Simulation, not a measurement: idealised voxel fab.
process module | voxel plated lines
cross-section cut | 265 nm wide | cells 5 nm
A cross-section is a grid of square cells, given in bands from the top down. A band is one or more rows of cells.
Each band's line starts with the height of the band's top and of its bottom, in nm. Then come its materials from left to right, each with its width in nm. One material with "throughout" fills the band from edge to edge. "air" is empty space.
Height 0 is the level under which the wafer as received is all one material. The lowest band goes on downwards, as in "0 down".
A width such as "30 to 40" changes by the same amount from each row of cells to the next, from the band's top row to its bottom row.
"no change" after a step means that no cell of the cross-section changed.
closed voids: empty space of 8 cells or more with no open way to the top, each as width x height at its distance from the left edge, in nm
after a step's settings: what the simulator itself notes on the step
overlay nm, on a step with a mask: how far to the right of its planned place the mask lay; to the left if negative
plan
1 op RECEIVE | material Si
2 op CONFORMAL_DEP | material Al2O3 | thk nm 10
3 op DIRECTIONAL_DEP | material TiN | thk nm 5
4 op PATTERN | tone open | mask id LINES | material resist | width nm 15 | pitch nm 35 | thk nm 20 | overlay nm 0
5 op EPI | material Ru | thk nm 5
6 op STRIP | etch materials resist
7 op DIRECTIONAL_ETCH | etch materials TiN | depth nm 5
8 op CONFORMAL_DEP | material SiN | thk nm 10
as received, after step 1
  0 down: Si throughout
  closed voids: none
a wafer at the end: this start, this plan, one mistake
  30 to 20: air 70 | SiN 105 | air 90
  20 to 15: SiN 80 | Ru 15 | SiN 20 | Ru 15 | SiN 20 | Ru 15 | SiN 100
  15 to 10: SiN 80 | TiN 15 | SiN 20 | TiN 15 | SiN 20 | TiN 15 | SiN 100
  10 to 0: Al2O3 throughout
  0 down: Si throughout
  closed voids: none
what went wrong: step 4 ran as: op PATTERN | tone open | mask id LINES | material resist | width nm 15 | pitch nm 35 | thk nm 20 | overlay nm -10
